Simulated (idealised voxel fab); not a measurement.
process module | voxel wiring stack
In the cross-section labelled cut, the width is 295 nm and each square cell is 5 nm.
If you're reading a cross-section in this doc, picture square cells in a grid; it comes to you as bands, top ones listed first down to the bottom, and a band can be one or more rows of cells.
This entry defines a band. It first specifies the height of the band's top and the height of its bottom in nm, and then specifies the band's materials from left to right, stating each material with its width in nm. The word "all across" identifies a single material that fills the band from edge to edge, while the word "air" identifies empty space.
Heads up on the height convention: 0 is the point under which the incoming wafer is all one material, and the lowest band has no bottom, it just keeps going down, like "0 and below".
The notation "30->40" denotes a width that varies across the rows of cells in the band, beginning at the first number in the top row, finishing at the second number in the bottom row, and changing by an identical amount from each row to the next.
Where a step carries "nothing altered", the cross-section came out of it unchanged, cell for cell.
Empty spaces counting at least 8 cells and having no open way to the top are listed in "Closed cavity list". The notation width x height at distance is used for each, the distance being from the left edge and all three values in nm.
Post-settings text on a step line: simulator's own remark regarding the step.
overlay nm: mask offset rightward from planned place, masked step; negative means leftward offset.

[Steps in the process plan]
- 1: RECEIVE [material Si]
- 2: CONFORMAL_DEP [material SiO2] [thk nm 10]
- 3: DIRECTIONAL_DEP [material TiN] [thk nm 5]
- 4: DIRECTIONAL_DEP [material Ru] [thk nm 20]
- 5: MASKED_ETCH [tone cover] [mask id METAL_1] [width nm 30] [pitch nm 50] [etch materials Ru] [depth nm 20] [overlay nm 0]
- 6: MASKED_ETCH [tone cover] [mask id METAL_1] [width nm 30] [pitch nm 50] [etch materials TiN] [depth nm 5] [overlay nm 0]
- 7: FILL_DEP [material SiO2] [thk nm 5]
- 8: CMP [height nm 35]
- 9: CONFORMAL_DEP [material SiCN] [thk nm 5]
- 10: DIRECTIONAL_DEP [material lowk] [thk nm 25]
- 11: MASKED_ETCH [tone open] [mask id METAL_2_HOLES] [width nm 15] [pitch nm 50] [etch materials lowk] [depth nm 25] [overlay nm 0]
- 12: MASKED_ETCH [tone open] [mask id METAL_2] [width nm 30] [pitch nm 50] [etch materials lowk] [depth nm 15] [overlay nm 0]
- 13: MASKED_ETCH [tone open] [mask id METAL_2] [width nm 30] [pitch nm 50] [etch materials SiCN] [depth nm 5] [overlay nm 0]
- 14: CONFORMAL_DEP [material TiN] [thk nm 5]
- 15: FILL_DEP [material Ru] [thk nm 5]
- 16: CMP [height nm 65]
- 17: CONFORMAL_DEP [material SiCN] [thk nm 5]
- 18: DIRECTIONAL_DEP [material SiO2] [thk nm 10]
- 19: MASKED_ETCH [tone open] [mask id PLUG_2] [width nm 15] [pitch nm 100] [etch materials SiO2] [depth nm 10] [overlay nm 0]
- 20: MASKED_ETCH [tone open] [mask id PLUG_2] [width nm 15] [pitch nm 100] [etch materials SiCN] [depth nm 5] [overlay nm 0]
- 21: EPI [material Ru] [thk nm 10]
- 22: EPI [material Ru] [thk nm 5]
- 23: DIRECTIONAL_DEP [material TiN] [thk nm 5]
- 24: DIRECTIONAL_DEP [material W] [thk nm 25]
- 25: MASKED_ETCH [tone cover] [mask id METAL_3] [width nm 30] [pitch nm 50] [etch materials W] [depth nm 25] [overlay nm 0]
- 26: MASKED_ETCH [tone cover] [mask id METAL_3] [width nm 30] [pitch nm 50] [etch materials TiN] [depth nm 5] [overlay nm 0]
- 27: CONFORMAL_DEP [material SiCN] [thk nm 5]
- 28: FILL_DEP [material lowk] [thk nm 5]
- 29: CMP [height nm 110]
- 30: CONFORMAL_DEP [material SiCN] [thk nm 5]
- 31: DIRECTIONAL_DEP [material SiO2] [thk nm 25]
- 32: DIRECTIONAL_DEP [material aC] [thk nm 10]
- 33: PATTERN [tone open] [mask id METAL_4] [material resist] [width nm 30] [pitch nm 50] [thk nm 25] [overlay nm 0]
- 34: DIRECTIONAL_ETCH [etch materials aC] [depth nm 10]
- 35: STRIP [etch materials resist]
- 36: DIRECTIONAL_ETCH [etch materials SiO2] [depth nm 15]
- 37: STRIP [etch materials aC]
- 38: MASKED_ETCH [tone open] [mask id METAL_4_HOLES] [width nm 15] [pitch nm 50] [etch materials SiO2] [depth nm 10] [overlay nm 0]
- 39: MASKED_ETCH [tone open] [mask id METAL_4_HOLES] [width nm 15] [pitch nm 50] [etch materials SiCN] [depth nm 5] [overlay nm 0]
- 40: CONFORMAL_DEP [material TiN] [thk nm 5]
- 41: FILL_DEP [material Cu] [thk nm 10]
- 42: CMP [height nm 140]
- 43: CONFORMAL_DEP [material SiN] [thk nm 5]

[First of two wafers, with the run carried out as planned]

[Wafer at receipt (post step 1), cross-section]
    0 and below: Si all across
    Closed cavity list: none

[Wafer xsec, post step 2]
    10 down to 0: SiO2 all across
    Under 0: no change, same as before.

[Wafer xsec, post step 3]
    15 down to 10: TiN all across
    Under 10: no change, same as before.

[Wafer xsec, post step 4]
    35 down to 15: Ru all across
    Under 15: no change, same as before.

[Wafer xsec, post step 5]
    35 down to 15: air 55  Ru 30  air 20  Ru 30  air 20  Ru 30  air 20  Ru 30  air 60
    Under 15: no change, same as before.

[Wafer xsec, post step 6]
    35 down to 15: air 55  Ru 30  air 20  Ru 30  air 20  Ru 30  air 20  Ru 30  air 60
    15 down to 10: air 55  TiN 30  air 20  TiN 30  air 20  TiN 30  air 20  TiN 30  air 60
    Under 10: no change, same as before.

[Wafer xsec, post step 7]
    40 down to 35: SiO2 all across
    35 down to 15: SiO2 55  Ru 30  SiO2 20  Ru 30  SiO2 20  Ru 30  SiO2 20  Ru 30  SiO2 60
    15 down to 10: SiO2 55  TiN 30  SiO2 20  TiN 30  SiO2 20  TiN 30  SiO2 20  TiN 30  SiO2 60
    Under 10: no change, same as before.

[Wafer xsec, post step 8]
    35 down to 15: SiO2 55  Ru 30  SiO2 20  Ru 30  SiO2 20  Ru 30  SiO2 20  Ru 30  SiO2 60
    Under 15: no change, same as before.

[Wafer xsec, post step 9]
    40 down to 35: SiCN all across
    Under 35: no change, same as before.

[Wafer xsec, post step 10]
    65 down to 40: lowk all across
    Under 40: no change, same as before.

[Wafer xsec, post step 11]
    65 down to 40: lowk 55  air 15  lowk 35  air 15  lowk 35  air 15  lowk 35  air 15  lowk 75
    Under 40: no change, same as before.

[Wafer xsec, post step 12]
    65 down to 50: lowk 55  air 30  lowk 20  air 30  lowk 20  air 30  lowk 20  air 30  lowk 60
    Under 50: no change, same as before.

[Wafer xsec, post step 13]
    65 down to 50: lowk 55  air 30  lowk 20  air 30  lowk 20  air 30  lowk 20  air 30  lowk 60
    50 down to 40: lowk 55  air 15  lowk 35  air 15  lowk 35  air 15  lowk 35  air 15  lowk 75
    40 down to 35: SiCN 55  air 15  SiCN 35  air 15  SiCN 35  air 15  SiCN 35  air 15  SiCN 75
    Under 35: no change, same as before.

[Wafer xsec, post step 14]
    70 down to 65: TiN 60  air 20  TiN 30  air 20  TiN 30  air 20  TiN 30  air 20  TiN 65
    65 down to 55: lowk 55  TiN 5  air 20  TiN 5  lowk 20  TiN 5  air 20  TiN 5  lowk 20  TiN 5  air 20  TiN 5  lowk 20  TiN 5  air 20  TiN 5  lowk 60
    55 down to 50: lowk 55  TiN 5  air 5  TiN 20  lowk 20  TiN 5  air 5  TiN 20  lowk 20  TiN 5  air 5  TiN 20  lowk 20  TiN 5  air 5  TiN 20  lowk 60
    50 down to 40: lowk 55  TiN 5  air 5  TiN 5  lowk 35  TiN 5  air 5  TiN 5  lowk 35  TiN 5  air 5  TiN 5  lowk 35  TiN 5  air 5  TiN 5  lowk 75
    40 down to 35: SiCN 55  TiN 15  SiCN 35  TiN 15  SiCN 35  TiN 15  SiCN 35  TiN 15  SiCN 75
    Under 35: no change, same as before.

[Wafer xsec, post step 15]
    75 down to 70: Ru all across
    70 down to 65: TiN 60  Ru 20  TiN 30  Ru 20  TiN 30  Ru 20  TiN 30  Ru 20  TiN 65
    65 down to 55: lowk 55  TiN 5  Ru 20  TiN 5  lowk 20  TiN 5  Ru 20  TiN 5  lowk 20  TiN 5  Ru 20  TiN 5  lowk 20  TiN 5  Ru 20  TiN 5  lowk 60
    55 down to 50: lowk 55  TiN 5  Ru 5  TiN 20  lowk 20  TiN 5  Ru 5  TiN 20  lowk 20  TiN 5  Ru 5  TiN 20  lowk 20  TiN 5  Ru 5  TiN 20  lowk 60
    50 down to 40: lowk 55  TiN 5  Ru 5  TiN 5  lowk 35  TiN 5  Ru 5  TiN 5  lowk 35  TiN 5  Ru 5  TiN 5  lowk 35  TiN 5  Ru 5  TiN 5  lowk 75
    Under 40: no change, same as before.

[Wafer xsec, post step 16]
    65 down to 55: lowk 55  TiN 5  Ru 20  TiN 5  lowk 20  TiN 5  Ru 20  TiN 5  lowk 20  TiN 5  Ru 20  TiN 5  lowk 20  TiN 5  Ru 20  TiN 5  lowk 60
    Under 55: no change, same as before.

[Wafer xsec, post step 17]
    70 down to 65: SiCN all across
    Under 65: no change, same as before.

[Wafer xsec, post step 18]
    80 down to 70: SiO2 all across
    Under 70: no change, same as before.

[Wafer xsec, post step 19]
    80 down to 70: SiO2 55  air 15  SiO2 85  air 15  SiO2 125
    Under 70: no change, same as before.

[Wafer xsec, post step 20]
    80 down to 70: SiO2 55  air 15  SiO2 85  air 15  SiO2 125
    70 down to 65: SiCN 55  air 15  SiCN 85  air 15  SiCN 125
    Under 65: no change, same as before.

[Wafer xsec, post step 21]
    80 down to 75: SiO2 55  air 15  SiO2 85  air 15  SiO2 125
    75 down to 70: SiO2 55  Ru 15  SiO2 85  Ru 15  SiO2 125
    70 down to 65: SiCN 55  Ru 15  SiCN 85  Ru 15  SiCN 125
    Under 65: no change, same as before.

[Wafer xsec, post step 22]
    80 down to 70: SiO2 55  Ru 15  SiO2 85  Ru 15  SiO2 125
    Under 70: no change, same as before.

[Wafer xsec, post step 23]
    85 down to 80: TiN all across
    Under 80: no change, same as before.

[Wafer xsec, post step 24]
    110 down to 85: W all across
    Under 85: no change, same as before.

[Wafer xsec, post step 25]
    110 down to 85: air 55  W 30  air 20  W 30  air 20  W 30  air 20  W 30  air 60
    Under 85: no change, same as before.

[Wafer xsec, post step 26]
    110 down to 85: air 55  W 30  air 20  W 30  air 20  W 30  air 20  W 30  air 60
    85 down to 80: air 55  TiN 30  air 20  TiN 30  air 20  TiN 30  air 20  TiN 30  air 60
    Under 80: no change, same as before.

[Wafer xsec, post step 27]
    115 down to 110: air 50  SiCN 40  air 10  SiCN 40  air 10  SiCN 40  air 10  SiCN 40  air 55
    110 down to 85: air 50  SiCN 5  W 30  SiCN 5  air 10  SiCN 5  W 30  SiCN 5  air 10  SiCN 5  W 30  SiCN 5  air 10  SiCN 5  W 30  SiCN 5  air 55
    85 down to 80: SiCN 55  TiN 30  SiCN 20  TiN 30  SiCN 20  TiN 30  SiCN 20  TiN 30  SiCN 60
    Under 80: no change, same as before.

[Wafer xsec, post step 28]
    120 down to 115: lowk all across
    115 down to 110: lowk 50  SiCN 40  lowk 10  SiCN 40  lowk 10  SiCN 40  lowk 10  SiCN 40  lowk 55
    110 down to 85: lowk 50  SiCN 5  W 30  SiCN 5  lowk 10  SiCN 5  W 30  SiCN 5  lowk 10  SiCN 5  W 30  SiCN 5  lowk 10  SiCN 5  W 30  SiCN 5  lowk 55
    Under 85: no change, same as before.

[Wafer xsec, post step 29]
    110 down to 85: lowk 50  SiCN 5  W 30  SiCN 5  lowk 10  SiCN 5  W 30  SiCN 5  lowk 10  SiCN 5  W 30  SiCN 5  lowk 10  SiCN 5  W 30  SiCN 5  lowk 55
    Under 85: no change, same as before.

[Wafer xsec, post step 30]
    115 down to 110: SiCN all across
    Under 110: no change, same as before.

[Wafer xsec, post step 31]
    140 down to 115: SiO2 all across
    Under 115: no change, same as before.

[Wafer xsec, post step 32]
    150 down to 140: aC all across
    Under 140: no change, same as before.

[Wafer xsec, post step 33]
    175 down to 150: resist 55  air 30  resist 20  air 30  resist 20  air 30  resist 20  air 30  resist 60
    Under 150: no change, same as before.

[Wafer xsec, post step 34]
    165 down to 150: resist 55  air 30  resist 20  air 30  resist 20  air 30  resist 20  air 30  resist 60
    150 down to 140: aC 55  air 30  aC 20  air 30  aC 20  air 30  aC 20  air 30  aC 60
    Under 140: no change, same as before.

[Wafer xsec, post step 35]
    150 down to 140: aC 55  air 30  aC 20  air 30  aC 20  air 30  aC 20  air 30  aC 60
    Under 140: no change, same as before.

[Wafer xsec, post step 36]
    150 down to 140: aC 55  air 30  aC 20  air 30  aC 20  air 30  aC 20  air 30  aC 60
    140 down to 125: SiO2 55  air 30  SiO2 20  air 30  SiO2 20  air 30  SiO2 20  air 30  SiO2 60
    Under 125: no change, same as before.

[Wafer xsec, post step 37]
    140 down to 125: SiO2 55  air 30  SiO2 20  air 30  SiO2 20  air 30  SiO2 20  air 30  SiO2 60
    Under 125: no change, same as before.

[Wafer xsec, post step 38]
    140 down to 125: SiO2 55  air 30  SiO2 20  air 30  SiO2 20  air 30  SiO2 20  air 30  SiO2 60
    125 down to 115: SiO2 55  air 15  SiO2 35  air 15  SiO2 35  air 15  SiO2 35  air 15  SiO2 75
    Under 115: no change, same as before.

[Wafer xsec, post step 39]
    140 down to 125: SiO2 55  air 30  SiO2 20  air 30  SiO2 20  air 30  SiO2 20  air 30  SiO2 60
    125 down to 115: SiO2 55  air 15  SiO2 35  air 15  SiO2 35  air 15  SiO2 35  air 15  SiO2 75
    115 down to 110: SiCN 55  air 15  SiCN 35  air 15  SiCN 35  air 15  SiCN 35  air 15  SiCN 75
    Under 110: no change, same as before.

[Wafer xsec, post step 40]
    145 down to 140: TiN 60  air 20  TiN 30  air 20  TiN 30  air 20  TiN 30  air 20  TiN 65
    140 down to 130: SiO2 55  TiN 5  air 20  TiN 5  SiO2 20  TiN 5  air 20  TiN 5  SiO2 20  TiN 5  air 20  TiN 5  SiO2 20  TiN 5  air 20  TiN 5  SiO2 60
    130 down to 125: SiO2 55  TiN 5  air 5  TiN 20  SiO2 20  TiN 5  air 5  TiN 20  SiO2 20  TiN 5  air 5  TiN 20  SiO2 20  TiN 5  air 5  TiN 20  SiO2 60
    125 down to 115: SiO2 55  TiN 5  air 5  TiN 5  SiO2 35  TiN 5  air 5  TiN 5  SiO2 35  TiN 5  air 5  TiN 5  SiO2 35  TiN 5  air 5  TiN 5  SiO2 75
    115 down to 110: SiCN 55  TiN 15  SiCN 35  TiN 15  SiCN 35  TiN 15  SiCN 35  TiN 15  SiCN 75
    Under 110: no change, same as before.

[Wafer xsec, post step 41]
    155 down to 145: Cu all across
    145 down to 140: TiN 60  Cu 20  TiN 30  Cu 20  TiN 30  Cu 20  TiN 30  Cu 20  TiN 65
    140 down to 130: SiO2 55  TiN 5  Cu 20  TiN 5  SiO2 20  TiN 5  Cu 20  TiN 5  SiO2 20  TiN 5  Cu 20  TiN 5  SiO2 20  TiN 5  Cu 20  TiN 5  SiO2 60
    130 down to 125: SiO2 55  TiN 5  Cu 5  TiN 20  SiO2 20  TiN 5  Cu 5  TiN 20  SiO2 20  TiN 5  Cu 5  TiN 20  SiO2 20  TiN 5  Cu 5  TiN 20  SiO2 60
    125 down to 115: SiO2 55  TiN 5  Cu 5  TiN 5  SiO2 35  TiN 5  Cu 5  TiN 5  SiO2 35  TiN 5  Cu 5  TiN 5  SiO2 35  TiN 5  Cu 5  TiN 5  SiO2 75
    Under 115: no change, same as before.

[Wafer xsec, post step 42]
    140 down to 130: SiO2 55  TiN 5  Cu 20  TiN 5  SiO2 20  TiN 5  Cu 20  TiN 5  SiO2 20  TiN 5  Cu 20  TiN 5  SiO2 20  TiN 5  Cu 20  TiN 5  SiO2 60
    Under 130: no change, same as before.

[Wafer xsec, post step 43]
    145 down to 140: SiN all across
    Under 140: no change, same as before.

[It is to be noted that the second wafer proceeded from the same initial state and according to the same plan as the first, although one mistake was committed in its execution; through step 20, inclusive, the two wafers share an identical history]

[The second wafer cut through, at the time step 21 was supposed to be finished]
    85 down to 80: air 50  Ru 25  air 75  Ru 25  air 120
    80 down to 70: SiO2 55  Ru 15  SiO2 85  Ru 15  SiO2 125
    70 down to 65: SiCN 55  Ru 15  SiCN 85  Ru 15  SiCN 125
    Under 65: no change, same as before.

[The second wafer cut through, at the time step 22 was supposed to be finished]
    90 down to 80: air 45  Ru 35  air 65  Ru 35  air 115
    Under 80: no change, same as before.

[The second wafer cut through, at the time step 23 was supposed to be finished]
    95 down to 90: air 45  TiN 35  air 65  TiN 35  air 115
    90 down to 85: air 45  Ru 35  air 65  Ru 35  air 115
    85 down to 80: TiN 45  Ru 35  TiN 65  Ru 35  TiN 115
    Under 80: no change, same as before.

[The second wafer cut through, at the time step 24 was supposed to be finished]
    120 down to 110: air 45  W 35  air 65  W 35  air 115
    110 down to 95: W all across
    95 down to 90: W 45  TiN 35  W 65  TiN 35  W 115
    90 down to 85: W 45  Ru 35  W 65  Ru 35  W 115
    Under 85: no change, same as before.

[The second wafer cut through, at the time step 25 was supposed to be finished]
    120 down to 110: air 55  W 25  air 75  W 25  air 115
    110 down to 95: air 55  W 30  air 20  W 30  air 20  W 30  air 20  W 30  air 60
    95 down to 90: air 45  TiN 35  W 5  air 20  W 30  air 10  TiN 35  W 5  air 20  W 30  air 60
    90 down to 85: air 45  Ru 35  W 5  air 20  W 30  air 10  Ru 35  W 5  air 20  W 30  air 60
    Under 85: no change, same as before.

[The second wafer cut through, at the time step 26 was supposed to be finished]
    120 down to 110: air 55  W 25  air 75  W 25  air 115
    110 down to 95: air 55  W 30  air 20  W 30  air 20  W 30  air 20  W 30  air 60
    95 down to 90: air 55  TiN 25  W 5  air 20  W 30  air 20  TiN 25  W 5  air 20  W 30  air 60
    90 down to 85: air 45  Ru 35  W 5  air 20  W 30  air 10  Ru 35  W 5  air 20  W 30  air 60
    85 down to 80: air 45  Ru 35  TiN 5  air 20  TiN 30  air 10  Ru 35  TiN 5  air 20  TiN 30  air 60
    Under 80: no change, same as before.

[The second wafer cut through, at the time step 27 was supposed to be finished]
    125 down to 120: air 50  SiCN 35  air 65  SiCN 35  air 110
    120 down to 115: air 50  SiCN 5  W 25  SiCN 5  air 65  SiCN 5  W 25  SiCN 5  air 110
    115 down to 110: air 50  SiCN 5  W 25  SiCN 10  air 10  SiCN 40  air 10  SiCN 5  W 25  SiCN 10  air 10  SiCN 40  air 55
    110 down to 95: air 50  SiCN 5  W 30  SiCN 5  air 10  SiCN 5  W 30  SiCN 5  air 10  SiCN 5  W 30  SiCN 5  air 10  SiCN 5  W 30  SiCN 5  air 55
    95 down to 90: air 40  SiCN 15  TiN 25  W 5  SiCN 5  air 10  SiCN 5  W 30  SiCN 20  TiN 25  W 5  SiCN 5  air 10  SiCN 5  W 30  SiCN 5  air 55
    90 down to 85: air 40  SiCN 5  Ru 35  W 5  SiCN 5  air 10  SiCN 5  W 30  SiCN 10  Ru 35  W 5  SiCN 5  air 10  SiCN 5  W 30  SiCN 5  air 55
    85 down to 80: SiCN 45  Ru 35  TiN 5  SiCN 20  TiN 30  SiCN 10  Ru 35  TiN 5  SiCN 20  TiN 30  SiCN 60
    Under 80: no change, same as before.

[The second wafer cut through, at the time step 28 was supposed to be finished]
    130 down to 125: lowk all across
    125 down to 120: lowk 50  SiCN 35  lowk 65  SiCN 35  lowk 110
    120 down to 115: lowk 50  SiCN 5  W 25  SiCN 5  lowk 65  SiCN 5  W 25  SiCN 5  lowk 110
    115 down to 110: lowk 50  SiCN 5  W 25  SiCN 10  lowk 10  SiCN 40  lowk 10  SiCN 5  W 25  SiCN 10  lowk 10  SiCN 40  lowk 55
    110 down to 95: lowk 50  SiCN 5  W 30  SiCN 5  lowk 10  SiCN 5  W 30  SiCN 5  lowk 10  SiCN 5  W 30  SiCN 5  lowk 10  SiCN 5  W 30  SiCN 5  lowk 55
    95 down to 90: lowk 40  SiCN 15  TiN 25  W 5  SiCN 5  lowk 10  SiCN 5  W 30  SiCN 20  TiN 25  W 5  SiCN 5  lowk 10  SiCN 5  W 30  SiCN 5  lowk 55
    90 down to 85: lowk 40  SiCN 5  Ru 35  W 5  SiCN 5  lowk 10  SiCN 5  W 30  SiCN 10  Ru 35  W 5  SiCN 5  lowk 10  SiCN 5  W 30  SiCN 5  lowk 55
    Under 85: no change, same as before.

[The second wafer cut through, at the time step 29 was supposed to be finished]
    110 down to 95: lowk 50  SiCN 5  W 30  SiCN 5  lowk 10  SiCN 5  W 30  SiCN 5  lowk 10  SiCN 5  W 30  SiCN 5  lowk 10  SiCN 5  W 30  SiCN 5  lowk 55
    Under 95: no change, same as before.

[The second wafer cut through, at the time step 30 was supposed to be finished]
    115 down to 110: SiCN all across
    Under 110: no change, same as before.

[The second wafer cut through, at the time step 31 was supposed to be finished]
    140 down to 115: SiO2 all across
    Under 115: no change, same as before.

[The second wafer cut through, at the time step 32 was supposed to be finished]
    150 down to 140: aC all across
    Under 140: no change, same as before.

[The second wafer cut through, at the time step 33 was supposed to be finished]
    175 down to 150: resist 55  air 30  resist 20  air 30  resist 20  air 30  resist 20  air 30  resist 60
    Under 150: no change, same as before.

[The second wafer cut through, at the time step 34 was supposed to be finished]
    165 down to 150: resist 55  air 30  resist 20  air 30  resist 20  air 30  resist 20  air 30  resist 60
    150 down to 140: aC 55  air 30  aC 20  air 30  aC 20  air 30  aC 20  air 30  aC 60
    Under 140: no change, same as before.

[The second wafer cut through, at the time step 35 was supposed to be finished]
    150 down to 140: aC 55  air 30  aC 20  air 30  aC 20  air 30  aC 20  air 30  aC 60
    Under 140: no change, same as before.

[The second wafer cut through, at the time step 36 was supposed to be finished]
    150 down to 140: aC 55  air 30  aC 20  air 30  aC 20  air 30  aC 20  air 30  aC 60
    140 down to 125: SiO2 55  air 30  SiO2 20  air 30  SiO2 20  air 30  SiO2 20  air 30  SiO2 60
    Under 125: no change, same as before.

[The second wafer cut through, at the time step 37 was supposed to be finished]
    140 down to 125: SiO2 55  air 30  SiO2 20  air 30  SiO2 20  air 30  SiO2 20  air 30  SiO2 60
    Under 125: no change, same as before.

[The second wafer cut through, at the time step 38 was supposed to be finished]
    140 down to 125: SiO2 55  air 30  SiO2 20  air 30  SiO2 20  air 30  SiO2 20  air 30  SiO2 60
    125 down to 115: SiO2 55  air 15  SiO2 35  air 15  SiO2 35  air 15  SiO2 35  air 15  SiO2 75
    Under 115: no change, same as before.

[The second wafer cut through, at the time step 39 was supposed to be finished]
    140 down to 125: SiO2 55  air 30  SiO2 20  air 30  SiO2 20  air 30  SiO2 20  air 30  SiO2 60
    125 down to 115: SiO2 55  air 15  SiO2 35  air 15  SiO2 35  air 15  SiO2 35  air 15  SiO2 75
    115 down to 110: SiCN 55  air 15  SiCN 35  air 15  SiCN 35  air 15  SiCN 35  air 15  SiCN 75
    Under 110: no change, same as before.

[The second wafer cut through, at the time step 40 was supposed to be finished]
    145 down to 140: TiN 60  air 20  TiN 30  air 20  TiN 30  air 20  TiN 30  air 20  TiN 65
    140 down to 130: SiO2 55  TiN 5  air 20  TiN 5  SiO2 20  TiN 5  air 20  TiN 5  SiO2 20  TiN 5  air 20  TiN 5  SiO2 20  TiN 5  air 20  TiN 5  SiO2 60
    130 down to 125: SiO2 55  TiN 5  air 5  TiN 20  SiO2 20  TiN 5  air 5  TiN 20  SiO2 20  TiN 5  air 5  TiN 20  SiO2 20  TiN 5  air 5  TiN 20  SiO2 60
    125 down to 115: SiO2 55  TiN 5  air 5  TiN 5  SiO2 35  TiN 5  air 5  TiN 5  SiO2 35  TiN 5  air 5  TiN 5  SiO2 35  TiN 5  air 5  TiN 5  SiO2 75
    115 down to 110: SiCN 55  TiN 15  SiCN 35  TiN 15  SiCN 35  TiN 15  SiCN 35  TiN 15  SiCN 75
    Under 110: no change, same as before.

[The second wafer cut through, at the time step 41 was supposed to be finished]
    155 down to 145: Cu all across
    145 down to 140: TiN 60  Cu 20  TiN 30  Cu 20  TiN 30  Cu 20  TiN 30  Cu 20  TiN 65
    140 down to 130: SiO2 55  TiN 5  Cu 20  TiN 5  SiO2 20  TiN 5  Cu 20  TiN 5  SiO2 20  TiN 5  Cu 20  TiN 5  SiO2 20  TiN 5  Cu 20  TiN 5  SiO2 60
    130 down to 125: SiO2 55  TiN 5  Cu 5  TiN 20  SiO2 20  TiN 5  Cu 5  TiN 20  SiO2 20  TiN 5  Cu 5  TiN 20  SiO2 20  TiN 5  Cu 5  TiN 20  SiO2 60
    125 down to 115: SiO2 55  TiN 5  Cu 5  TiN 5  SiO2 35  TiN 5  Cu 5  TiN 5  SiO2 35  TiN 5  Cu 5  TiN 5  SiO2 35  TiN 5  Cu 5  TiN 5  SiO2 75
    Under 115: no change, same as before.

[The second wafer cut through, at the time step 42 was supposed to be finished]
    140 down to 130: SiO2 55  TiN 5  Cu 20  TiN 5  SiO2 20  TiN 5  Cu 20  TiN 5  SiO2 20  TiN 5  Cu 20  TiN 5  SiO2 20  TiN 5  Cu 20  TiN 5  SiO2 60
    Under 130: no change, same as before.

[The second wafer cut through, at the time step 43 was supposed to be finished]
    145 down to 140: SiN all across
    Under 140: no change, same as before.
Here's what went sideways: step 21 in the plan was executed twice
The final cell counts differ between the wafers, with the second having more or fewer of some materials than the first: Ru +28, W -20, lowk -8
